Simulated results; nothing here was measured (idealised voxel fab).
The process module that follows is named voxel wiring stack.
Square cell edge 5 nm, section width 240 nm, ID cut.
Think of the cross-section as a grid of square cells. We describe it in bands, top to bottom, and each band covers one or more rows of those cells. Look at the band entry: it leads with the top's height and the bottom's height in nm. Then it lists the materials left to right, with a width in nm for each. The word "everywhere" on a single material says that material fills the band edge to edge. The word "empty" is empty space. Below 0: as-received wafer, all one material; heights counted from there. Lowest band: no bottom, goes on down, written "0 down". Quick explanation for "30..40": the width changes in equal steps down the rows of cells, from the first number in the band's top row to the second number in its bottom row. For the purposes of this document, the phrase "changes: none" attached to a step denotes that no cell within the cross-section was modified by that step. Enclosed voids (no open way to top), threshold 8 cells or more, entry "Unvented voids", notation width x height at distance, distance from left edge, nm. On each step's line, the part that comes after the settings is the simulator's own comment on the step. "overlay nm" answers the question of how far to the right of plan the mask lay on a step that has a mask, and when it is negative the answer is to the left.

-- These are the steps we planned for the process
1,RECEIVE [material Si]
2,CONFORMAL_DEP [material SiO2] [thk nm 15]
3,DIRECTIONAL_DEP [material TiN] [thk nm 5]
4,DIRECTIONAL_DEP [material W] [thk nm 20]
5,PATTERN [tone cover] [mask id METAL_1] [material resist] [width nm 25] [pitch nm 45] [thk nm 15] [overlay nm 0]
6,DIRECTIONAL_ETCH [etch materials W] [depth nm 20]
7,DIRECTIONAL_ETCH [etch materials TiN] [depth nm 5]
8,STRIP [etch materials resist]
9,FILL_DEP [material SiO2] [thk nm 10]
10,CMP [height nm 40]
11,CONFORMAL_DEP [material SiCN] [thk nm 5]
12,DIRECTIONAL_DEP [material SiO2] [thk nm 25]
13,MASKED_ETCH [tone open] [mask id METAL_2_HOLES] [width nm 15] [pitch nm 90] [etch materials SiO2] [depth nm 25] [overlay nm 0]
14,PATTERN [tone open] [mask id METAL_2] [material resist] [width nm 25] [pitch nm 45] [thk nm 15] [overlay nm 0]
15,DIRECTIONAL_ETCH [etch materials SiO2] [depth nm 15]
16,DIRECTIONAL_ETCH [etch materials SiCN] [depth nm 5]
17,STRIP [etch materials resist]
18,CONFORMAL_DEP [material TiN] [thk nm 5]
19,FILL_DEP [material Cu] [thk nm 10]
20,CMP [height nm 70]
21,CONFORMAL_DEP [material SiCN] [thk nm 5]
22,DIRECTIONAL_DEP [material SiO2] [thk nm 35]
23,DIRECTIONAL_DEP [material aC] [thk nm 15]
24,PATTERN [tone open] [mask id METAL_3] [material resist] [width nm 25] [pitch nm 45] [thk nm 35] [overlay nm 0]
25,DIRECTIONAL_ETCH [etch materials aC] [depth nm 15]
26,STRIP [etch materials resist]
27,DIRECTIONAL_ETCH [etch materials SiO2] [depth nm 20]
28,STRIP [etch materials aC]
29,PATTERN [tone open] [mask id METAL_3_HOLES] [material resist] [width nm 15] [pitch nm 90] [thk nm 20] [overlay nm 0]
30,DIRECTIONAL_ETCH [etch materials SiO2] [depth nm 15]
31,DIRECTIONAL_ETCH [etch materials SiCN] [depth nm 5]
32,STRIP [etch materials resist]
33,CONFORMAL_DEP [material TiN] [thk nm 5]
34,FILL_DEP [material Ru] [thk nm 10]
35,CMP [height nm 110]
36,CONFORMAL_DEP [material SiCN] [thk nm 5]
37,DIRECTIONAL_DEP [material SiO2] [thk nm 25]
38,DIRECTIONAL_DEP [material aC] [thk nm 15]
39,PATTERN [tone open] [mask id METAL_4] [material resist] [width nm 25] [pitch nm 45] [thk nm 30] [overlay nm 0]
40,DIRECTIONAL_ETCH [etch materials aC] [depth nm 15]
41,STRIP [etch materials resist]
42,DIRECTIONAL_ETCH [etch materials SiO2] [depth nm 15]
43,STRIP [etch materials aC]
44,PATTERN [tone open] [mask id METAL_4_HOLES] [material resist] [width nm 15] [pitch nm 90] [thk nm 20] [overlay nm 0]
45,DIRECTIONAL_ETCH [etch materials SiO2] [depth nm 10]
46,DIRECTIONAL_ETCH [etch materials SiCN] [depth nm 5]
47,STRIP [etch materials resist]
48,CONFORMAL_DEP [material TiN] [thk nm 5]
49,FILL_DEP [material Cu] [thk nm 10]
50,CMP [height nm 140]
51,CONFORMAL_DEP [material SiN] [thk nm 5]

-- So this is the incoming wafer in cross-section - it's already been through step 1
	0 down | Si everywhere
	Unvented voids: none

-- Cross-section: first of two wafers, module finished, run according to plan
	145 to 140 | SiN everywhere
	140 to 130 | SiO2 (60)  TiN (5)  Cu (15)  TiN (5)  SiO2 (20)  TiN (5)  Cu (15)  TiN (5)  SiO2 (20)  TiN (5)  Cu (15)  TiN (5)  SiO2 (65)
	130 to 125 | SiO2 (60)  TiN (5)  Cu (5)  TiN (15)  SiO2 (20)  TiN (25)  SiO2 (20)  TiN (5)  Cu (5)  TiN (15)  SiO2 (65)
	125 to 115 | SiO2 (60)  TiN (5)  Cu (5)  TiN (5)  SiO2 (75)  TiN (5)  Cu (5)  TiN (5)  SiO2 (75)
	115 to 110 | SiCN (60)  TiN (15)  SiCN (75)  TiN (15)  SiCN (75)
	110 to 95 | SiO2 (60)  TiN (5)  Ru (15)  TiN (5)  SiO2 (20)  TiN (5)  Ru (15)  TiN (5)  SiO2 (20)  TiN (5)  Ru (15)  TiN (5)  SiO2 (65)
	95 to 90 | SiO2 (60)  TiN (5)  Ru (5)  TiN (15)  SiO2 (20)  TiN (25)  SiO2 (20)  TiN (5)  Ru (5)  TiN (15)  SiO2 (65)
	90 to 75 | SiO2 (60)  TiN (5)  Ru (5)  TiN (5)  SiO2 (75)  TiN (5)  Ru (5)  TiN (5)  SiO2 (75)
	75 to 70 | SiCN (60)  TiN (15)  SiCN (75)  TiN (15)  SiCN (75)
	70 to 60 | SiO2 (60)  TiN (5)  Cu (15)  TiN (5)  SiO2 (20)  TiN (5)  Cu (15)  TiN (5)  SiO2 (20)  TiN (5)  Cu (15)  TiN (5)  SiO2 (65)
	60 to 55 | SiO2 (60)  TiN (5)  Cu (5)  TiN (15)  SiO2 (20)  TiN (25)  SiO2 (20)  TiN (5)  Cu (5)  TiN (15)  SiO2 (65)
	55 to 45 | SiO2 (60)  TiN (5)  Cu (5)  TiN (5)  SiO2 (75)  TiN (5)  Cu (5)  TiN (5)  SiO2 (75)
	45 to 40 | SiCN (60)  TiN (15)  SiCN (75)  TiN (15)  SiCN (75)
	40 to 20 | SiO2 (60)  W (25)  SiO2 (20)  W (25)  SiO2 (20)  W (25)  SiO2 (65)
	20 to 15 | SiO2 (60)  TiN (25)  SiO2 (20)  TiN (25)  SiO2 (20)  TiN (25)  SiO2 (65)
	15 to 0 | SiO2 everywhere
	0 down | Si everywhere
	Unvented voids: none

-- End of module, second wafer, cross-section. Started like the first, planned like the first, run with one mistake
	145 to 140 | SiN everywhere
	140 to 135 | SiCN (60)  TiN (15)  SiCN (75)  TiN (15)  SiCN (75)
	135 to 110 | SiO2 everywhere
	110 to 95 | SiO2 (60)  TiN (5)  Ru (15)  TiN (5)  SiO2 (20)  TiN (5)  Ru (15)  TiN (5)  SiO2 (20)  TiN (5)  Ru (15)  TiN (5)  SiO2 (65)
	95 to 90 | SiO2 (60)  TiN (5)  Ru (5)  TiN (15)  SiO2 (20)  TiN (25)  SiO2 (20)  TiN (5)  Ru (5)  TiN (15)  SiO2 (65)
	90 to 75 | SiO2 (60)  TiN (5)  Ru (5)  TiN (5)  SiO2 (75)  TiN (5)  Ru (5)  TiN (5)  SiO2 (75)
	75 to 70 | SiCN (60)  TiN (15)  SiCN (75)  TiN (15)  SiCN (75)
	70 to 60 | SiO2 (60)  TiN (5)  Cu (15)  TiN (5)  SiO2 (20)  TiN (5)  Cu (15)  TiN (5)  SiO2 (20)  TiN (5)  Cu (15)  TiN (5)  SiO2 (65)
	60 to 55 | SiO2 (60)  TiN (5)  Cu (5)  TiN (15)  SiO2 (20)  TiN (25)  SiO2 (20)  TiN (5)  Cu (5)  TiN (15)  SiO2 (65)
	55 to 45 | SiO2 (60)  TiN (5)  Cu (5)  TiN (5)  SiO2 (75)  TiN (5)  Cu (5)  TiN (5)  SiO2 (75)
	45 to 40 | SiCN (60)  TiN (15)  SiCN (75)  TiN (15)  SiCN (75)
	40 to 20 | SiO2 (60)  W (25)  SiO2 (20)  W (25)  SiO2 (20)  W (25)  SiO2 (65)
	20 to 15 | SiO2 (60)  TiN (25)  SiO2 (20)  TiN (25)  SiO2 (20)  TiN (25)  SiO2 (65)
	15 to 0 | SiO2 everywhere
	0 down | Si everywhere
	Unvented voids: none
Plan not followed: deviation from plan: step 37 and step 36 executed in one another's positions
Upon completion, the second wafer contains, in terms of cells, a greater or smaller amount of certain materials than the first wafer: Cu -24 | SiO2 +57 | TiN -33
